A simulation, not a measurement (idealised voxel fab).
The following process module bears the name voxel gate over fins.
Square cell edge 5 nm, section width 275 nm, ID cut.
A cross-section is a grid of square cells, given in bands from the top down. A band is one or more rows of cells.
Band entry format. Leading values: height of top, height of bottom, nm. Remainder: materials in left-to-right order, each with its width in nm. Special words: "all across" on a single material, which then fills the band edge to edge; "empty", empty space.
Height is counted from the level 0, under which the received wafer is composed throughout of one material. The lowest of the bands is not closed at the bottom but continues downward, in the notation "0 down".
Width: "30->40" (first number = top row, second number = bottom row, same change from row to row of cells).
Step note "identical to before" = no cross-section cell changed.
You'll see "Voids lacking openings" listing empty spaces that have no way open to the top, as long as they're 8 cells or more; the notation is width x height at distance, where the distance is from the left edge, and all of it is in nm.
Formally, on a step line, whatever follows the settings is a remark that the simulator itself makes on the step.
overlay nm: step with mask; distance mask lay right of planned place; negative value = left of planned place.

## List of planned process steps
step 1: RECEIVE with material Si
step 2: CONFORMAL_DEP with material SiN, thk nm 10
step 3: DIRECTIONAL_DEP with material aC, thk nm 15
step 4: PATTERN with tone cover, mask id FINS, material resist, width nm 15, pitch nm 60, thk nm 30, overlay nm 0
step 5: DIRECTIONAL_ETCH with etch materials aC, depth nm 15
step 6: STRIP with etch materials resist
step 7: DIRECTIONAL_ETCH with etch materials SiN, depth nm 10
step 8: DIRECTIONAL_ETCH with etch materials Si, depth nm 30
step 9: STRIP with etch materials aC
step 10: FILL_DEP with material SiO2, thk nm 10
step 11: CMP with height nm 10
step 12: DIRECTIONAL_DEP with material aC, thk nm 15
step 13: PATTERN with tone open, mask id RAIL, material resist, width nm 15, thk nm 35, overlay nm 0
step 14: DIRECTIONAL_ETCH with etch materials aC, depth nm 15
step 15: STRIP with etch materials resist
step 16: DIRECTIONAL_ETCH with etch materials SiO2, depth nm 35
step 17: STRIP with etch materials aC
step 18: CONFORMAL_DEP with material TiN, thk nm 5
step 19: FILL_DEP with material W, thk nm 10
step 20: CMP with height nm 10
step 21: SELECTIVE_ETCH with etch materials W Ru TiN, depth nm 25
step 22: FILL_DEP with material SiO2, thk nm 5
step 23: CMP with height nm 10
step 24: SELECTIVE_ETCH with etch materials SiO2, depth nm 20
step 25: STRIP with etch materials SiN
step 26: CONFORMAL_DEP with material HfO2, thk nm 5
step 27: CONFORMAL_DEP with material TiN, thk nm 5
step 28: CONFORMAL_DEP with material TiAl, thk nm 5
step 29: CONFORMAL_DEP with material TiN, thk nm 5
step 30: FILL_DEP with material W, thk nm 15
step 31: CMP with height nm 30
step 32: CONFORMAL_DEP with material SiN, thk nm 10

## The cross-section here shows the wafer as received, i.e. in its state after step 1
    0 down | Si all across
    Voids lacking openings: none

## First of two wafers at the end of the module, shown in cross-section; run carried out as planned
    40 to 30 | SiN all across
    30 to 20 | W all across
    20 to 15 | 80 W | 55 TiN | 5 W | 55 TiN | 80 W
    15 to 10 | 80 W | 5 TiN | 45 TiAl | 5 TiN | 5 W | 5 TiN | 45 TiAl | 5 TiN | 80 W
    10 to 5 | 85 TiN | 5 TiAl | 35 TiN | 5 TiAl | 15 TiN | 5 TiAl | 35 TiN | 5 TiAl | 85 TiN
    5 to 0 | 90 TiAl | 5 TiN | 25 HfO2 | 5 TiN | 25 TiAl | 5 TiN | 25 HfO2 | 5 TiN | 90 TiAl
    0 to -5 | 95 TiN | 5 HfO2 | 15 Si | 5 HfO2 | 35 TiN | 5 HfO2 | 15 Si | 5 HfO2 | 95 TiN
    -5 to -10 | 100 HfO2 | 15 Si | 45 HfO2 | 15 Si | 100 HfO2
    -10 to -15 | 100 SiO2 | 15 Si | 45 SiO2 | 15 Si | 100 SiO2
    -15 to -20 | 100 SiO2 | 15 Si | 15 SiO2 | 5 TiN | 5 W | 5 TiN | 15 SiO2 | 15 Si | 100 SiO2
    -20 to -25 | 100 SiO2 | 15 Si | 15 SiO2 | 15 TiN | 15 SiO2 | 15 Si | 100 SiO2
    -25 to -30 | 100 SiO2 | 15 Si | 45 SiO2 | 15 Si | 100 SiO2
    -30 down | Si all across
    Voids lacking openings: none

## Here's the second of our two wafers sectioned at module end. Same start as the first, same plan, but one mistake got made running it
    40 to 30 | SiN all across
    30 to 20 | W all across
    20 to 15 | 80 W | 55 TiN | 5 W | 55 TiN | 80 W
    15 to 10 | 80 W | 5 TiN | 45 aC | 5 TiN | 5 W | 5 TiN | 45 aC | 5 TiN | 80 W
    10 to 5 | 85 TiN | 5 aC | 35 TiN | 5 aC | 15 TiN | 5 aC | 35 TiN | 5 aC | 85 TiN
    5 to 0 | 90 aC | 5 TiN | 25 HfO2 | 5 TiN | 25 aC | 5 TiN | 25 HfO2 | 5 TiN | 90 aC
    0 to -5 | 95 TiN | 5 HfO2 | 15 Si | 5 HfO2 | 35 TiN | 5 HfO2 | 15 Si | 5 HfO2 | 95 TiN
    -5 to -10 | 100 HfO2 | 15 Si | 45 HfO2 | 15 Si | 100 HfO2
    -10 to -15 | 100 SiO2 | 15 Si | 45 SiO2 | 15 Si | 100 SiO2
    -15 to -20 | 100 SiO2 | 15 Si | 15 SiO2 | 5 TiN | 5 W | 5 TiN | 15 SiO2 | 15 Si | 100 SiO2
    -20 to -25 | 100 SiO2 | 15 Si | 15 SiO2 | 15 TiN | 15 SiO2 | 15 Si | 100 SiO2
    -25 to -30 | 100 SiO2 | 15 Si | 45 SiO2 | 15 Si | 100 SiO2
    -30 down | Si all across
    Voids lacking openings: none
Diagnosis: step 28 was processed under conditions differing from the plan, specifically as CONFORMAL_DEP with material aC, thk nm 5
Heads up, by the end the second wafer has more or fewer cells of some materials compared to the first: 63 fewer of TiAl | 63 more of aC
